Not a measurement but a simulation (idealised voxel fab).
Process module in this document: voxel gate over fins
The width of the displayed cross-section, cut, is 155 nm; its cells are square, with a size of 5 nm.
A cross-section in this document is a grid of square cells, and it is written down as bands, the top band listed before the ones below it; a band is made up of one or more rows of cells.
First you get the band's top height and its bottom height, in nm, and then the materials it's made of, left to right, with each width in nm. If you see a single material with "everywhere", that one covers the band edge to edge. "empty" is empty space.
Ref level 0: as-received wafer is one material below here. Bottom band extends down with no lower bound ("0 -> down").
With a width like "30 to 40", each row of cells in the band differs from the next by the same amount, the top row carrying the first number and the bottom row the second.
Given "no alterations made" for a step, no cell of the cross-section differs between before and after that step.
Under "Closed void roster" you'll find the enclosed gaps, the ones with no way out to the top, that are 8 cells or bigger; each reads width x height at distance, with distance counted from the left edge, everything in nm.
Whatever follows a step's settings on its line is a remark the simulator itself makes about that step.
If you see "overlay nm" on a step's line and that step has a mask, it's telling you how far right of where it was planned the mask ended up; a negative number means it went left instead.

List of planned process steps:
1: RECEIVE [material Si]
2: CONFORMAL_DEP [material SiN] [thk nm 10]
3: MASKED_ETCH [tone cover] [mask id FINS] [width nm 15] [pitch nm 55] [etch materials SiN] [depth nm 10] [overlay nm 0]
4: MASKED_ETCH [tone cover] [mask id FINS] [width nm 15] [pitch nm 55] [etch materials Si] [depth nm 30] [overlay nm 0]
5: FILL_DEP [material SiO2] [thk nm 10]
6: CMP [height nm 10]
7: DIRECTIONAL_DEP [material aC] [thk nm 10]
8: PATTERN [tone open] [mask id RAIL] [material resist] [width nm 15] [thk nm 25] [overlay nm 0]
9: DIRECTIONAL_ETCH [etch materials aC] [depth nm 10]
10: STRIP [etch materials resist]
11: DIRECTIONAL_ETCH [etch materials SiO2] [depth nm 35]
12: STRIP [etch materials aC]
13: CONFORMAL_DEP [material TiN] [thk nm 5]
14: FILL_DEP [material W] [thk nm 5]
15: CMP [height nm 10]
16: SELECTIVE_ETCH [etch materials W Ru TiN] [depth nm 30]
17: FILL_DEP [material SiO2] [thk nm 5]
18: CMP [height nm 10]
19: SELECTIVE_ETCH [etch materials SiO2] [depth nm 25]
20: STRIP [etch materials SiN]
21: CONFORMAL_DEP [material HfO2] [thk nm 5]
22: CONFORMAL_DEP [material TiN] [thk nm 5]
23: FILL_DEP [material W] [thk nm 15]
24: CMP [height nm 20]
25: CONFORMAL_DEP [material SiCN] [thk nm 10]

This is the cross-section of the wafer as we received it, i.e. after step 1:
  0 -> down = Si everywhere
  Closed void roster: none

End-of-module XS, first of two wafers, run as planned:
  30 -> 20 = SiCN everywhere
  20 -> 10 = W everywhere
  10 -> 5 = W=30; TiN=35; W=20; TiN=35; W=35
  5 -> 0 = W=30; TiN=5; HfO2=25; TiN=5; W=20; TiN=5; HfO2=25; TiN=5; W=35
  0 -> -5 = W=30; TiN=5; HfO2=5; Si=15; HfO2=5; TiN=5; W=20; TiN=5; HfO2=5; Si=15; HfO2=5; TiN=5; W=35
  -5 -> -10 = TiN=35; HfO2=5; Si=15; HfO2=5; TiN=30; HfO2=5; Si=15; HfO2=5; TiN=40
  -10 -> -15 = HfO2=40; Si=15; HfO2=40; Si=15; HfO2=45
  -15 -> -20 = SiO2=40; Si=15; SiO2=40; Si=15; SiO2=45
  -20 -> -25 = SiO2=40; Si=15; SiO2=10; TiN=15; SiO2=15; Si=15; SiO2=45
  -25 -> -30 = SiO2=40; Si=15; SiO2=40; Si=15; SiO2=45
  -30 -> down = Si everywhere
  Closed void roster: none

Cross-section, second wafer: same start as the first, same plan as the first, one mistake in running it; taken at the end of the module:
  30 -> 20 = SiCN everywhere
  20 -> 10 = W everywhere
  10 -> 5 = W=30; TiN=35; W=20; TiN=35; W=35
  5 -> 0 = W=30; TiN=5; HfO2=25; TiN=5; W=20; TiN=5; HfO2=25; TiN=5; W=35
  0 -> -5 = W=30; TiN=5; HfO2=5; Si=15; HfO2=5; TiN=5; W=20; TiN=5; HfO2=5; Si=15; HfO2=5; TiN=5; W=35
  -5 -> -10 = TiN=35; HfO2=5; Si=15; HfO2=5; TiN=30; HfO2=5; Si=15; HfO2=5; TiN=40
  -10 -> -15 = HfO2=40; Si=15; HfO2=40; Si=15; HfO2=45
  -15 -> -20 = SiO2=40; Si=15; SiO2=40; Si=15; SiO2=45
  -20 -> -25 = SiO2=40; Si=15; SiO2=15; TiN=15; SiO2=10; Si=15; SiO2=45
  -25 -> -30 = SiO2=40; Si=15; SiO2=40; Si=15; SiO2=45
  -30 -> down = Si everywhere
  Closed void roster: none
Against the plan, the run slipped here: step 8 was processed under conditions differing from the plan, specifically as PATTERN [tone open] [mask id RAIL] [material resist] [width nm 15] [thk nm 25] [overlay nm 5]
The concluding comparison shows that, measured in cells, each material is equally abundant on both wafers, albeit at different positions.
